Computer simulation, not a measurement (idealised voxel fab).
Title: Process Module voxel capacitor over wiring
220 nm wide, 5 nm square cells: that's cross-section cut.
Notation: cross-section as square-cell grid; stated in bands, top first, going down; one or more cell rows per band.
Per band: top height and bottom height in nm, followed by the left-to-right materials and their widths in nm; "full width" marks a single material spanning edge to edge, "air" marks empty space.
Beneath 0, the wafer as received is one material, and that level is where height counting begins. The lowest band goes on downward without a bottom; it is written like "0 nm and below".
Width: "30 to 40" (first number = top row, second number = bottom row, same change from row to row of cells).
For the purposes of this document, the phrase "no change" attached to a step denotes that no cell within the cross-section was modified by that step.
"Closed void listing" means: voids of 8 cells or more that are shut off from the top with no open way through. Written width x height at distance, distance from the left edge, in nm.
Anything after a step's settings on that line? It's the simulator's own note about the step.
On any step carrying a mask, the "overlay nm" setting, if present on the step's line, tells how far right of its planned place the mask lay; negative values point to the left.
## The following list gives the planned process steps
1: RECEIVE with material Si
2: CONFORMAL_DEP with material SiO2, thk nm 10
3: CONFORMAL_DEP with material SiN, thk nm 5
4: DIRECTIONAL_DEP with material SiO2, thk nm 15
5: PATTERN with tone open, mask id METAL_1, material resist, width nm 20, pitch nm 90, thk nm 20, overlay nm 0
6: DIRECTIONAL_ETCH with etch materials SiO2, depth nm 15
7: DIRECTIONAL_ETCH with etch materials SiN, depth nm 5
8: STRIP with etch materials resist
9: CONFORMAL_DEP with material TiN, thk nm 5
10: FILL_DEP with material Ru, thk nm 5
11: CMP with height nm 30
12: EPI with material Ru, thk nm 5
13: FILL_DEP with material SiCN, thk nm 5
14: DIRECTIONAL_DEP with material lowk, thk nm 20
15: MASKED_ETCH with tone open, mask id PLUG_1, width nm 15, etch materials lowk, depth nm 20, overlay nm 0
16: MASKED_ETCH with tone open, mask id PLUG_1, width nm 15, etch materials SiCN, depth nm 5, overlay nm 0
17: CONFORMAL_DEP with material TiN, thk nm 5
18: FILL_DEP with material Cu, thk nm 10
19: CMP with height nm 60
20: DIRECTIONAL_DEP with material TiN, thk nm 10
21: DIRECTIONAL_DEP with material SiN, thk nm 5
22: DIRECTIONAL_DEP with material TiN, thk nm 5
23: PATTERN with tone cover, mask id UPPER_PLATE, material resist, width nm 75, thk nm 15, overlay nm 0
24: DIRECTIONAL_ETCH with etch materials TiN, depth nm 5
25: DIRECTIONAL_ETCH with etch materials SiN, depth nm 5
26: STRIP with etch materials resist
27: DIRECTIONAL_DEP with material aC, thk nm 10
28: PATTERN with tone cover, mask id LOWER_PLATE, material resist, width nm 85, thk nm 25, overlay nm 0
29: DIRECTIONAL_ETCH with etch materials aC, depth nm 10
30: STRIP with etch materials resist
31: DIRECTIONAL_ETCH with etch materials TiN, depth nm 10
32: STRIP with etch materials aC
33: FILL_DEP with material SiO2, thk nm 20
34: CMP with height nm 95
35: PATTERN with tone open, mask id PLUG_2, material resist, width nm 15, thk nm 15, overlay nm 0
36: DIRECTIONAL_ETCH with etch materials SiO2, depth nm 15
37: STRIP with etch materials resist
38: CONFORMAL_DEP with material TiN, thk nm 5
39: FILL_DEP with material Cu, thk nm 10
40: CMP with height nm 95
41: CONFORMAL_DEP with material SiN, thk nm 5
## Concerning the first of two wafers, which was run in accordance with the plan
## Cross-section, incoming material, after step 1
0 nm and below = Si full width
Closed void listing: none
## Take a look at the wafer's cross-section after step 2
10 nm to 0 nm = SiO2 full width
Note: structure below 0 unchanged.
## Take a look at the wafer's cross-section after step 3
15 nm to 10 nm = SiN full width
Note: structure below 10 unchanged.
## Take a look at the wafer's cross-section after step 4
30 nm to 15 nm = SiO2 full width
Note: structure below 15 unchanged.
## Take a look at the wafer's cross-section after step 5
50 nm to 30 nm = resist 55 nm / air 20 nm / resist 70 nm / air 20 nm / resist 55 nm
Note: structure below 30 unchanged.
## Take a look at the wafer's cross-section after step 6
50 nm to 30 nm = resist 55 nm / air 20 nm / resist 70 nm / air 20 nm / resist 55 nm
30 nm to 15 nm = SiO2 55 nm / air 20 nm / SiO2 70 nm / air 20 nm / SiO2 55 nm
Note: structure below 15 unchanged.
## Take a look at the wafer's cross-section after step 7
50 nm to 30 nm = resist 55 nm / air 20 nm / resist 70 nm / air 20 nm / resist 55 nm
30 nm to 15 nm = SiO2 55 nm / air 20 nm / SiO2 70 nm / air 20 nm / SiO2 55 nm
15 nm to 10 nm = SiN 55 nm / air 20 nm / SiN 70 nm / air 20 nm / SiN 55 nm
Note: structure below 10 unchanged.
## Take a look at the wafer's cross-section after step 8
30 nm to 15 nm = SiO2 55 nm / air 20 nm / SiO2 70 nm / air 20 nm / SiO2 55 nm
Note: structure below 15 unchanged.
## Take a look at the wafer's cross-section after step 9
35 nm to 30 nm = TiN 60 nm / air 10 nm / TiN 80 nm / air 10 nm / TiN 60 nm
30 nm to 15 nm = SiO2 55 nm / TiN 5 nm / air 10 nm / TiN 5 nm / SiO2 70 nm / TiN 5 nm / air 10 nm / TiN 5 nm / SiO2 55 nm
15 nm to 10 nm = SiN 55 nm / TiN 20 nm / SiN 70 nm / TiN 20 nm / SiN 55 nm
Note: structure below 10 unchanged.
## Take a look at the wafer's cross-section after step 10
40 nm to 35 nm = Ru full width
35 nm to 30 nm = TiN 60 nm / Ru 10 nm / TiN 80 nm / Ru 10 nm / TiN 60 nm
30 nm to 15 nm = SiO2 55 nm / TiN 5 nm / Ru 10 nm / TiN 5 nm / SiO2 70 nm / TiN 5 nm / Ru 10 nm / TiN 5 nm / SiO2 55 nm
Note: structure below 15 unchanged.
## Take a look at the wafer's cross-section after step 11
30 nm to 15 nm = SiO2 55 nm / TiN 5 nm / Ru 10 nm / TiN 5 nm / SiO2 70 nm / TiN 5 nm / Ru 10 nm / TiN 5 nm / SiO2 55 nm
Note: structure below 15 unchanged.
## Take a look at the wafer's cross-section after step 12
35 nm to 30 nm = air 50 nm / Ru 30 nm / air 60 nm / Ru 30 nm / air 50 nm
Note: structure below 30 unchanged.
## Take a look at the wafer's cross-section after step 13
40 nm to 35 nm = SiCN full width
35 nm to 30 nm = SiCN 50 nm / Ru 30 nm / SiCN 60 nm / Ru 30 nm / SiCN 50 nm
Note: structure below 30 unchanged.
## Take a look at the wafer's cross-section after step 14
60 nm to 40 nm = lowk full width
Note: structure below 40 unchanged.
## Take a look at the wafer's cross-section after step 15
60 nm to 40 nm = lowk 60 nm / air 15 nm / lowk 145 nm
Note: structure below 40 unchanged.
## Take a look at the wafer's cross-section after step 16
60 nm to 40 nm = lowk 60 nm / air 15 nm / lowk 145 nm
40 nm to 35 nm = SiCN 60 nm / air 15 nm / SiCN 145 nm
Note: structure below 35 unchanged.
## Take a look at the wafer's cross-section after step 17
65 nm to 60 nm = TiN 65 nm / air 5 nm / TiN 150 nm
60 nm to 40 nm = lowk 60 nm / TiN 5 nm / air 5 nm / TiN 5 nm / lowk 145 nm
40 nm to 35 nm = SiCN 60 nm / TiN 15 nm / SiCN 145 nm
Note: structure below 35 unchanged.
## Take a look at the wafer's cross-section after step 18
75 nm to 65 nm = Cu full width
65 nm to 60 nm = TiN 65 nm / Cu 5 nm / TiN 150 nm
60 nm to 40 nm = lowk 60 nm / TiN 5 nm / Cu 5 nm / TiN 5 nm / lowk 145 nm
Note: structure below 40 unchanged.
## Take a look at the wafer's cross-section after step 19
60 nm to 40 nm = lowk 60 nm / TiN 5 nm / Cu 5 nm / TiN 5 nm / lowk 145 nm
Note: structure below 40 unchanged.
## Take a look at the wafer's cross-section after step 20
70 nm to 60 nm = TiN full width
Note: structure below 60 unchanged.
## Take a look at the wafer's cross-section after step 21
75 nm to 70 nm = SiN full width
Note: structure below 70 unchanged.
## Take a look at the wafer's cross-section after step 22
80 nm to 75 nm = TiN full width
Note: structure below 75 unchanged.
## Take a look at the wafer's cross-section after step 23
95 nm to 80 nm = air 60 nm / resist 75 nm / air 85 nm
Note: structure below 80 unchanged.
## Take a look at the wafer's cross-section after step 24
95 nm to 80 nm = air 60 nm / resist 75 nm / air 85 nm
80 nm to 75 nm = air 60 nm / TiN 75 nm / air 85 nm
Note: structure below 75 unchanged.
## Take a look at the wafer's cross-section after step 25
95 nm to 80 nm = air 60 nm / resist 75 nm / air 85 nm
80 nm to 75 nm = air 60 nm / TiN 75 nm / air 85 nm
75 nm to 70 nm = air 60 nm / SiN 75 nm / air 85 nm
Note: structure below 70 unchanged.
## Take a look at the wafer's cross-section after step 26
80 nm to 75 nm = air 60 nm / TiN 75 nm / air 85 nm
Note: structure below 75 unchanged.
## Take a look at the wafer's cross-section after step 27
90 nm to 80 nm = air 60 nm / aC 75 nm / air 85 nm
80 nm to 75 nm = aC 60 nm / TiN 75 nm / aC 85 nm
75 nm to 70 nm = aC 60 nm / SiN 75 nm / aC 85 nm
Note: structure below 70 unchanged.
## Take a look at the wafer's cross-section after step 28
115 nm to 90 nm = air 55 nm / resist 85 nm / air 80 nm
90 nm to 80 nm = air 55 nm / resist 5 nm / aC 75 nm / resist 5 nm / air 80 nm
Note: structure below 80 unchanged.
## Take a look at the wafer's cross-section after step 29
105 nm to 90 nm = air 55 nm / resist 85 nm / air 80 nm
90 nm to 80 nm = air 55 nm / resist 5 nm / aC 75 nm / resist 5 nm / air 80 nm
80 nm to 75 nm = air 55 nm / aC 5 nm / TiN 75 nm / aC 5 nm / air 80 nm
75 nm to 70 nm = air 55 nm / aC 5 nm / SiN 75 nm / aC 5 nm / air 80 nm
Note: structure below 70 unchanged.
## Take a look at the wafer's cross-section after step 30
90 nm to 80 nm = air 60 nm / aC 75 nm / air 85 nm
Note: structure below 80 unchanged.
## Take a look at the wafer's cross-section after step 31
90 nm to 80 nm = air 60 nm / aC 75 nm / air 85 nm
80 nm to 75 nm = air 55 nm / aC 5 nm / TiN 75 nm / aC 5 nm / air 80 nm
75 nm to 70 nm = air 55 nm / aC 5 nm / SiN 75 nm / aC 5 nm / air 80 nm
70 nm to 60 nm = air 55 nm / TiN 85 nm / air 80 nm
Note: structure below 60 unchanged.
## Take a look at the wafer's cross-section after step 32
80 nm to 75 nm = air 60 nm / TiN 75 nm / air 85 nm
75 nm to 70 nm = air 60 nm / SiN 75 nm / air 85 nm
Note: structure below 70 unchanged.
## Take a look at the wafer's cross-section after step 33
100 nm to 80 nm = SiO2 full width
80 nm to 75 nm = SiO2 60 nm / TiN 75 nm / SiO2 85 nm
75 nm to 70 nm = SiO2 60 nm / SiN 75 nm / SiO2 85 nm
70 nm to 60 nm = SiO2 55 nm / TiN 85 nm / SiO2 80 nm
Note: structure below 60 unchanged.
## Take a look at the wafer's cross-section after step 34
95 nm to 80 nm = SiO2 full width
Note: structure below 80 unchanged.
## Take a look at the wafer's cross-section after step 35
110 nm to 95 nm = resist 70 nm / air 15 nm / resist 135 nm
Note: structure below 95 unchanged.
## Take a look at the wafer's cross-section after step 36
110 nm to 95 nm = resist 70 nm / air 15 nm / resist 135 nm
95 nm to 80 nm = SiO2 70 nm / air 15 nm / SiO2 135 nm
Note: structure below 80 unchanged.
## Take a look at the wafer's cross-section after step 37
95 nm to 80 nm = SiO2 70 nm / air 15 nm / SiO2 135 nm
Note: structure below 80 unchanged.
## Take a look at the wafer's cross-section after step 38
100 nm to 95 nm = TiN 75 nm / air 5 nm / TiN 140 nm
95 nm to 85 nm = SiO2 70 nm / TiN 5 nm / air 5 nm / TiN 5 nm / SiO2 135 nm
85 nm to 75 nm = SiO2 70 to 60 nm / TiN 15 to 75 nm / SiO2 135 to 85 nm
Note: structure below 75 unchanged.
## Take a look at the wafer's cross-section after step 39
110 nm to 100 nm = Cu full width
100 nm to 95 nm = TiN 75 nm / Cu 5 nm / TiN 140 nm
95 nm to 85 nm = SiO2 70 nm / TiN 5 nm / Cu 5 nm / TiN 5 nm / SiO2 135 nm
Note: structure below 85 unchanged.
## Take a look at the wafer's cross-section after step 40
95 nm to 85 nm = SiO2 70 nm / TiN 5 nm / Cu 5 nm / TiN 5 nm / SiO2 135 nm
Note: structure below 85 unchanged.
## Take a look at the wafer's cross-section after step 41
100 nm to 95 nm = SiN full width
Note: structure below 95 unchanged.
## Second wafer, same starting conditions and recipe as the first, one mistake in executing it, nothing differs from the first up to and including step 4
## Cross-section of the second wafer when, according to plan, step 5 should have finished
50 nm to 30 nm = resist 65 nm / air 20 nm / resist 70 nm / air 20 nm / resist 45 nm
Note: structure below 30 unchanged.
## Cross-section of the second wafer when, according to plan, step 6 should have finished
50 nm to 30 nm = resist 65 nm / air 20 nm / resist 70 nm / air 20 nm / resist 45 nm
30 nm to 15 nm = SiO2 65 nm / air 20 nm / SiO2 70 nm / air 20 nm / SiO2 45 nm
Note: structure below 15 unchanged.
## Cross-section of the second wafer when, according to plan, step 7 should have finished
50 nm to 30 nm = resist 65 nm / air 20 nm / resist 70 nm / air 20 nm / resist 45 nm
30 nm to 15 nm = SiO2 65 nm / air 20 nm / SiO2 70 nm / air 20 nm / SiO2 45 nm
15 nm to 10 nm = SiN 65 nm / air 20 nm / SiN 70 nm / air 20 nm / SiN 45 nm
Note: structure below 10 unchanged.
## Cross-section of the second wafer when, according to plan, step 8 should have finished
30 nm to 15 nm = SiO2 65 nm / air 20 nm / SiO2 70 nm / air 20 nm / SiO2 45 nm
Note: structure below 15 unchanged.
## Cross-section of the second wafer when, according to plan, step 9 should have finished
35 nm to 30 nm = TiN 70 nm / air 10 nm / TiN 80 nm / air 10 nm / TiN 50 nm
30 nm to 15 nm = SiO2 65 nm / TiN 5 nm / air 10 nm / TiN 5 nm / SiO2 70 nm / TiN 5 nm / air 10 nm / TiN 5 nm / SiO2 45 nm
15 nm to 10 nm = SiN 65 nm / TiN 20 nm / SiN 70 nm / TiN 20 nm / SiN 45 nm
Note: structure below 10 unchanged.
## Cross-section of the second wafer when, according to plan, step 10 should have finished
40 nm to 35 nm = Ru full width
35 nm to 30 nm = TiN 70 nm / Ru 10 nm / TiN 80 nm / Ru 10 nm / TiN 50 nm
30 nm to 15 nm = SiO2 65 nm / TiN 5 nm / Ru 10 nm / TiN 5 nm / SiO2 70 nm / TiN 5 nm / Ru 10 nm / TiN 5 nm / SiO2 45 nm
Note: structure below 15 unchanged.
## Cross-section of the second wafer when, according to plan, step 11 should have finished
30 nm to 15 nm = SiO2 65 nm / TiN 5 nm / Ru 10 nm / TiN 5 nm / SiO2 70 nm / TiN 5 nm / Ru 10 nm / TiN 5 nm / SiO2 45 nm
Note: structure below 15 unchanged.
## Cross-section of the second wafer when, according to plan, step 12 should have finished
35 nm to 30 nm = air 60 nm / Ru 30 nm / air 60 nm / Ru 30 nm / air 40 nm
Note: structure below 30 unchanged.
## Cross-section of the second wafer when, according to plan, step 13 should have finished
40 nm to 35 nm = SiCN full width
35 nm to 30 nm = SiCN 60 nm / Ru 30 nm / SiCN 60 nm / Ru 30 nm / SiCN 40 nm
Note: structure below 30 unchanged.
## Cross-section of the second wafer when, according to plan, step 14 should have finished
60 nm to 40 nm = lowk full width
Note: structure below 40 unchanged.
## Cross-section of the second wafer when, according to plan, step 15 should have finished
60 nm to 40 nm = lowk 60 nm / air 15 nm / lowk 145 nm
Note: structure below 40 unchanged.
## Cross-section of the second wafer when, according to plan, step 16 should have finished
60 nm to 40 nm = lowk 60 nm / air 15 nm / lowk 145 nm
40 nm to 35 nm = SiCN 60 nm / air 15 nm / SiCN 145 nm
Note: structure below 35 unchanged.
## Cross-section of the second wafer when, according to plan, step 17 should have finished
65 nm to 60 nm = TiN 65 nm / air 5 nm / TiN 150 nm
60 nm to 40 nm = lowk 60 nm / TiN 5 nm / air 5 nm / TiN 5 nm / lowk 145 nm
40 nm to 35 nm = SiCN 60 nm / TiN 15 nm / SiCN 145 nm
Note: structure below 35 unchanged.
## Cross-section of the second wafer when, according to plan, step 18 should have finished
75 nm to 65 nm = Cu full width
65 nm to 60 nm = TiN 65 nm / Cu 5 nm / TiN 150 nm
60 nm to 40 nm = lowk 60 nm / TiN 5 nm / Cu 5 nm / TiN 5 nm / lowk 145 nm
Note: structure below 40 unchanged.
## Cross-section of the second wafer when, according to plan, step 19 should have finished
60 nm to 40 nm = lowk 60 nm / TiN 5 nm / Cu 5 nm / TiN 5 nm / lowk 145 nm
Note: structure below 40 unchanged.
## Cross-section of the second wafer when, according to plan, step 20 should have finished
70 nm to 60 nm = TiN full width
Note: structure below 60 unchanged.
## Cross-section of the second wafer when, according to plan, step 21 should have finished
75 nm to 70 nm = SiN full width
Note: structure below 70 unchanged.
## Cross-section of the second wafer when, according to plan, step 22 should have finished
80 nm to 75 nm = TiN full width
Note: structure below 75 unchanged.
## Cross-section of the second wafer when, according to plan, step 23 should have finished
95 nm to 80 nm = air 60 nm / resist 75 nm / air 85 nm
Note: structure below 80 unchanged.
## Cross-section of the second wafer when, according to plan, step 24 should have finished
95 nm to 80 nm = air 60 nm / resist 75 nm / air 85 nm
80 nm to 75 nm = air 60 nm / TiN 75 nm / air 85 nm
Note: structure below 75 unchanged.
## Cross-section of the second wafer when, according to plan, step 25 should have finished
95 nm to 80 nm = air 60 nm / resist 75 nm / air 85 nm
80 nm to 75 nm = air 60 nm / TiN 75 nm / air 85 nm
75 nm to 70 nm = air 60 nm / SiN 75 nm / air 85 nm
Note: structure below 70 unchanged.
## Cross-section of the second wafer when, according to plan, step 26 should have finished
80 nm to 75 nm = air 60 nm / TiN 75 nm / air 85 nm
Note: structure below 75 unchanged.
## Cross-section of the second wafer when, according to plan, step 27 should have finished
90 nm to 80 nm = air 60 nm / aC 75 nm / air 85 nm
80 nm to 75 nm = aC 60 nm / TiN 75 nm / aC 85 nm
75 nm to 70 nm = aC 60 nm / SiN 75 nm / aC 85 nm
Note: structure below 70 unchanged.
## Cross-section of the second wafer when, according to plan, step 28 should have finished
115 nm to 90 nm = air 55 nm / resist 85 nm / air 80 nm
90 nm to 80 nm = air 55 nm / resist 5 nm / aC 75 nm / resist 5 nm / air 80 nm
Note: structure below 80 unchanged.
## Cross-section of the second wafer when, according to plan, step 29 should have finished
105 nm to 90 nm = air 55 nm / resist 85 nm / air 80 nm
90 nm to 80 nm = air 55 nm / resist 5 nm / aC 75 nm / resist 5 nm / air 80 nm
80 nm to 75 nm = air 55 nm / aC 5 nm / TiN 75 nm / aC 5 nm / air 80 nm
75 nm to 70 nm = air 55 nm / aC 5 nm / SiN 75 nm / aC 5 nm / air 80 nm
Note: structure below 70 unchanged.
## Cross-section of the second wafer when, according to plan, step 30 should have finished
90 nm to 80 nm = air 60 nm / aC 75 nm / air 85 nm
Note: structure below 80 unchanged.
## Cross-section of the second wafer when, according to plan, step 31 should have finished
90 nm to 80 nm = air 60 nm / aC 75 nm / air 85 nm
80 nm to 75 nm = air 55 nm / aC 5 nm / TiN 75 nm / aC 5 nm / air 80 nm
75 nm to 70 nm = air 55 nm / aC 5 nm / SiN 75 nm / aC 5 nm / air 80 nm
70 nm to 60 nm = air 55 nm / TiN 85 nm / air 80 nm
Note: structure below 60 unchanged.
## Cross-section of the second wafer when, according to plan, step 32 should have finished
80 nm to 75 nm = air 60 nm / TiN 75 nm / air 85 nm
75 nm to 70 nm = air 60 nm / SiN 75 nm / air 85 nm
Note: structure below 70 unchanged.
## Cross-section of the second wafer when, according to plan, step 33 should have finished
100 nm to 80 nm = SiO2 full width
80 nm to 75 nm = SiO2 60 nm / TiN 75 nm / SiO2 85 nm
75 nm to 70 nm = SiO2 60 nm / SiN 75 nm / SiO2 85 nm
70 nm to 60 nm = SiO2 55 nm / TiN 85 nm / SiO2 80 nm
Note: structure below 60 unchanged.
## Cross-section of the second wafer when, according to plan, step 34 should have finished
95 nm to 80 nm = SiO2 full width
Note: structure below 80 unchanged.
## Cross-section of the second wafer when, according to plan, step 35 should have finished
110 nm to 95 nm = resist 70 nm / air 15 nm / resist 135 nm
Note: structure below 95 unchanged.
## Cross-section of the second wafer when, according to plan, step 36 should have finished
110 nm to 95 nm = resist 70 nm / air 15 nm / resist 135 nm
95 nm to 80 nm = SiO2 70 nm / air 15 nm / SiO2 135 nm
Note: structure below 80 unchanged.
## Cross-section of the second wafer when, according to plan, step 37 should have finished
95 nm to 80 nm = SiO2 70 nm / air 15 nm / SiO2 135 nm
Note: structure below 80 unchanged.
## Cross-section of the second wafer when, according to plan, step 38 should have finished
100 nm to 95 nm = TiN 75 nm / air 5 nm / TiN 140 nm
95 nm to 85 nm = SiO2 70 nm / TiN 5 nm / air 5 nm / TiN 5 nm / SiO2 135 nm
85 nm to 75 nm = SiO2 70 to 60 nm / TiN 15 to 75 nm / SiO2 135 to 85 nm
Note: structure below 75 unchanged.
## Cross-section of the second wafer when, according to plan, step 39 should have finished
110 nm to 100 nm = Cu full width
100 nm to 95 nm = TiN 75 nm / Cu 5 nm / TiN 140 nm
95 nm to 85 nm = SiO2 70 nm / TiN 5 nm / Cu 5 nm / TiN 5 nm / SiO2 135 nm
Note: structure below 85 unchanged.
## Cross-section of the second wafer when, according to plan, step 40 should have finished
95 nm to 85 nm = SiO2 70 nm / TiN 5 nm / Cu 5 nm / TiN 5 nm / SiO2 135 nm
Note: structure below 85 unchanged.
## Cross-section of the second wafer when, according to plan, step 41 should have finished
100 nm to 95 nm = SiN full width
Note: structure below 95 unchanged.
Plan not followed: it should be noted that step 5 was executed with settings other than those planned, the operation and settings actually applied being PATTERN with tone open, mask id METAL_1, material resist, width nm 20, pitch nm 90, thk nm 20, overlay nm 10
The two final wafers agree on how many cells each material fills and disagree on which cells those are.
